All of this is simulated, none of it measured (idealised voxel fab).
Process module in this document: voxel capacitor over wiring
Pictured: cross-section cut, 170 nm wide, on a grid of 5 nm square cells.
Format of a cross-section: grid, square cells. Given as bands. Order: top down. Band: one or more rows of cells.
For a band, the entry starts with two heights in nm, that of the top and then that of the bottom, and carries on with the band's materials in order from left to right, each alongside its width in nm; the word "throughout" beside a single material means it fills the band edge to edge, and "blank" means empty space.
Height datum 0, below which the as-received substrate wafer is one material. Lowest band open at the bottom, running downward: "0 and below".
Width: "30->40" (first number = top row, second number = bottom row, same change from row to row of cells).
"no modifications" means the step left every cell of the cross-section as it was.
Any empty space of 8 cells or more lacking an open way to the top shows up in "Voids, enclosed" as width x height at distance, distance from the left edge, in nm.
That trailing text on a step's line, after the settings, is the simulator's own remark on the step.
The optional step-line setting "overlay nm" applies to steps with a mask and quantifies how far to the right of its planned location the mask lay, a negative value indicating leftward placement.

[The process steps that were planned are listed below]
| 1 | RECEIVE with material Si |
| 2 | CONFORMAL_DEP with material SiO2, thk nm 10 |
| 3 | CONFORMAL_DEP with material SiN, thk nm 5 |
| 4 | DIRECTIONAL_DEP with material lowk, thk nm 20 |
| 5 | PATTERN with tone open, mask id METAL_1, material resist, width nm 25, pitch nm 90, thk nm 20, overlay nm 0 |
| 6 | DIRECTIONAL_ETCH with etch materials lowk, depth nm 20 |
| 7 | DIRECTIONAL_ETCH with etch materials SiN, depth nm 5 |
| 8 | STRIP with etch materials resist |
| 9 | CONFORMAL_DEP with material TiN, thk nm 5 |
| 10 | FILL_DEP with material Ru, thk nm 5 |
| 11 | CMP with height nm 35 |
| 12 | CONFORMAL_DEP with material SiCN, thk nm 5 |
| 13 | DIRECTIONAL_DEP with material lowk, thk nm 20 |
| 14 | MASKED_ETCH with tone open, mask id PLUG_1, width nm 15, etch materials lowk, depth nm 20, overlay nm 0 |
| 15 | MASKED_ETCH with tone open, mask id PLUG_1, width nm 15, etch materials SiCN, depth nm 5, overlay nm 0 |
| 16 | CONFORMAL_DEP with material TiN, thk nm 5 |
| 17 | FILL_DEP with material Ru, thk nm 5 |
| 18 | CMP with height nm 60 |
| 19 | DIRECTIONAL_DEP with material TiN, thk nm 5 |
| 20 | DIRECTIONAL_DEP with material SiN, thk nm 5 |
| 21 | DIRECTIONAL_DEP with material TiN, thk nm 10 |
| 22 | MASKED_ETCH with tone cover, mask id UPPER_PLATE, width nm 70, etch materials TiN, depth nm 10, overlay nm 0 |
| 23 | MASKED_ETCH with tone cover, mask id UPPER_PLATE, width nm 70, etch materials SiN, depth nm 5, overlay nm 0 |
| 24 | MASKED_ETCH with tone cover, mask id LOWER_PLATE, width nm 80, etch materials TiN, depth nm 5, overlay nm 0 |
| 25 | FILL_DEP with material SiO2, thk nm 20 |
| 26 | CMP with height nm 95 |
| 27 | PATTERN with tone open, mask id PLUG_2, material resist, width nm 15, thk nm 15, overlay nm 0 |
| 28 | DIRECTIONAL_ETCH with etch materials SiO2, depth nm 15 |
| 29 | STRIP with etch materials resist |
| 30 | CONFORMAL_DEP with material TiN, thk nm 5 |
| 31 | FILL_DEP with material Ru, thk nm 5 |
| 32 | CMP with height nm 95 |
| 33 | CONFORMAL_DEP with material SiCN, thk nm 5 |

[So this is the incoming wafer in cross-section - it's already been through step 1]
* 0 and below: Si throughout
* Voids, enclosed: none

[End-of-module XS, first of two wafers, run as planned]
* 100 down to 95: SiCN throughout
* 95 down to 85: SiO2 45 nm, then TiN 5 nm, then Ru 5 nm, then TiN 5 nm, then SiO2 110 nm
* 85 down to 80: SiO2 45 nm, then TiN 15 nm, then SiO2 110 nm
* 80 down to 70: SiO2 35 nm, then TiN 70 nm, then SiO2 65 nm
* 70 down to 65: SiO2 35 nm, then SiN 70 nm, then SiO2 65 nm
* 65 down to 60: SiO2 30 nm, then TiN 80 nm, then SiO2 60 nm
* 60 down to 40: lowk 35 nm, then TiN 5 nm, then Ru 5 nm, then TiN 5 nm, then lowk 120 nm
* 40 down to 35: SiCN 35 nm, then TiN 15 nm, then SiCN 120 nm
* 35 down to 15: lowk 25 nm, then TiN 5 nm, then Ru 15 nm, then TiN 5 nm, then lowk 65 nm, then TiN 5 nm, then Ru 15 nm, then TiN 5 nm, then lowk 30 nm
* 15 down to 10: SiN 25 nm, then TiN 25 nm, then SiN 65 nm, then TiN 25 nm, then SiN 30 nm
* 10 down to 0: SiO2 throughout
* 0 and below: Si throughout
* Voids, enclosed: none

[Here is the second of the two wafers cut open at the end of the module - same start, same plan as the first one, but we made one mistake running it]
* 100 down to 95: SiCN throughout
* 95 down to 85: SiO2 45 nm, then TiN 5 nm, then Ru 5 nm, then TiN 5 nm, then SiO2 110 nm
* 85 down to 80: SiO2 45 nm, then TiN 15 nm, then SiO2 110 nm
* 80 down to 75: SiO2 35 nm, then SiN 70 nm, then SiO2 65 nm
* 75 down to 70: SiO2 30 nm, then TiN 80 nm, then SiO2 60 nm
* 70 down to 60: TiN throughout
* 60 down to 40: lowk 35 nm, then TiN 5 nm, then Ru 5 nm, then TiN 5 nm, then lowk 120 nm
* 40 down to 35: SiCN 35 nm, then TiN 15 nm, then SiCN 120 nm
* 35 down to 15: lowk 25 nm, then TiN 5 nm, then Ru 15 nm, then TiN 5 nm, then lowk 65 nm, then TiN 5 nm, then Ru 15 nm, then TiN 5 nm, then lowk 30 nm
* 15 down to 10: SiN 25 nm, then TiN 25 nm, then SiN 65 nm, then TiN 25 nm, then SiN 30 nm
* 10 down to 0: SiO2 throughout
* 0 and below: Si throughout
* Voids, enclosed: none
Want to know what went wrong? steps 20 and 21 run out of order (swapped)
Wrapping up, a cell-based count of both wafers puts the second over or under the first for these materials: SiO2: 40 fewer | TiN: 40 more
